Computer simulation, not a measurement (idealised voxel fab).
process module | voxel trench capacitor
cross-section cut | 285 nm wide | cells 5 nm
A cross-section is a grid of square cells, given in bands from the top down. A band is one or more rows of cells.
Each band's line starts with the height of the band's top and of its bottom, in nm. Then come its materials from left to right, each with its width in nm. One material with "throughout" fills the band from edge to edge. "air" is empty space.
Height 0 is the level under which the wafer as received is all one material. The lowest band goes on downwards, as in "0 down".
A width such as "30 to 40" changes by the same amount from each row of cells to the next, from the band's top row to its bottom row.
"no change" after a step means that no cell of the cross-section changed.
closed voids: empty space of 8 cells or more with no open way to the top, each as width x height at its distance from the left edge, in nm
after a step's settings: what the simulator itself notes on the step
overlay nm, on a step with a mask: how far to the right of its planned place the mask lay; to the left if negative
plan
1 op RECEIVE | material Si
2 op CONFORMAL_DEP | material SiN | thk nm 10
3 op PATTERN | tone open | mask id TRENCH | material resist | width nm 20 | pitch nm 50 | thk nm 15 | overlay nm 0
4 op DIRECTIONAL_ETCH | etch materials SiN | depth nm 10
5 op DIRECTIONAL_ETCH | etch materials Si | depth nm 35
6 op STRIP | etch materials resist
7 op CONFORMAL_DEP | material SiO2 | thk nm 5
8 op FILL_DEP | material polySi | thk nm 5
9 op CMP | height nm 10
first wafer, as planned
as received, after step 1
  0 down: Si throughout
  closed voids: none
after step 2
  10 to 0: SiN throughout
  below 0: unchanged
after step 3
  25 to 10: resist 105 | air 20 | resist 30 | air 20 | resist 110
  below 10: unchanged
after step 4
  25 to 10: resist 105 | air 20 | resist 30 | air 20 | resist 110
  10 to 0: SiN 105 | air 20 | SiN 30 | air 20 | SiN 110
  below 0: unchanged
after step 5
  25 to 10: resist 105 | air 20 | resist 30 | air 20 | resist 110
  10 to 0: SiN 105 | air 20 | SiN 30 | air 20 | SiN 110
  0 to -35: Si 105 | air 20 | Si 30 | air 20 | Si 110
  below -35: unchanged
after step 6
  10 to 0: SiN 105 | air 20 | SiN 30 | air 20 | SiN 110
  below 0: unchanged
after step 7
  15 to 10: SiO2 110 | air 10 | SiO2 40 | air 10 | SiO2 115
  10 to 0: SiN 105 | SiO2 5 | air 10 | SiO2 5 | SiN 30 | SiO2 5 | air 10 | SiO2 5 | SiN 110
  0 to -30: Si 105 | SiO2 5 | air 10 | SiO2 5 | Si 30 | SiO2 5 | air 10 | SiO2 5 | Si 110
  -30 to -35: Si 105 | SiO2 20 | Si 30 | SiO2 20 | Si 110
  below -35: unchanged
after step 8
  20 to 15: polySi throughout
  15 to 10: SiO2 110 | polySi 10 | SiO2 40 | polySi 10 | SiO2 115
  10 to 0: SiN 105 | SiO2 5 | polySi 10 | SiO2 5 | SiN 30 | SiO2 5 | polySi 10 | SiO2 5 | SiN 110
  0 to -30: Si 105 | SiO2 5 | polySi 10 | SiO2 5 | Si 30 | SiO2 5 | polySi 10 | SiO2 5 | Si 110
  below -30: unchanged
after step 9
  10 to 0: SiN 105 | SiO2 5 | polySi 10 | SiO2 5 | SiN 30 | SiO2 5 | polySi 10 | SiO2 5 | SiN 110
  below 0: unchanged
second wafer: like start, like plan, one mistake. Through step 3 it matches the first wafer
when step 4 should have ended
  25 to 10: resist 105 | air 20 | resist 30 | air 20 | resist 110
  10 to 0: SiN 105 | air 20 | SiN 30 | air 20 | SiN 110
  below 0: unchanged
when step 5 should have ended
  25 to 10: resist 105 | air 20 | resist 30 | air 20 | resist 110
  10 to 0: SiN 105 | air 20 | SiN 30 | air 20 | SiN 110
  0 to -35: Si 105 | air 20 | Si 30 | air 20 | Si 110
  below -35: unchanged
when step 6 should have ended
  10 to 0: SiN 105 | air 20 | SiN 30 | air 20 | SiN 110
  below 0: unchanged
when step 7 should have ended
  15 to 10: SiO2 110 | air 10 | SiO2 40 | air 10 | SiO2 115
  10 to 0: SiN 105 | SiO2 5 | air 10 | SiO2 5 | SiN 30 | SiO2 5 | air 10 | SiO2 5 | SiN 110
  0 to -30: Si 105 | SiO2 5 | air 10 | SiO2 5 | Si 30 | SiO2 5 | air 10 | SiO2 5 | Si 110
  -30 to -35: Si 105 | SiO2 20 | Si 30 | SiO2 20 | Si 110
  below -35: unchanged
when step 8 should have ended
  20 to 15: polySi throughout
  15 to 10: SiO2 110 | polySi 10 | SiO2 40 | polySi 10 | SiO2 115
  10 to 0: SiN 105 | SiO2 5 | polySi 10 | SiO2 5 | SiN 30 | SiO2 5 | polySi 10 | SiO2 5 | SiN 110
  0 to -30: Si 105 | SiO2 5 | polySi 10 | SiO2 5 | Si 30 | SiO2 5 | polySi 10 | SiO2 5 | Si 110
  below -30: unchanged
when step 9 should have ended
  10 to 0: SiN 105 | SiO2 5 | polySi 10 | SiO2 5 | SiN 30 | SiO2 5 | polySi 10 | SiO2 5 | SiN 110
  below 0: unchanged
what went wrong: step 4 was run twice
at the end the two cross-sections are the same: no effect in what this model computes
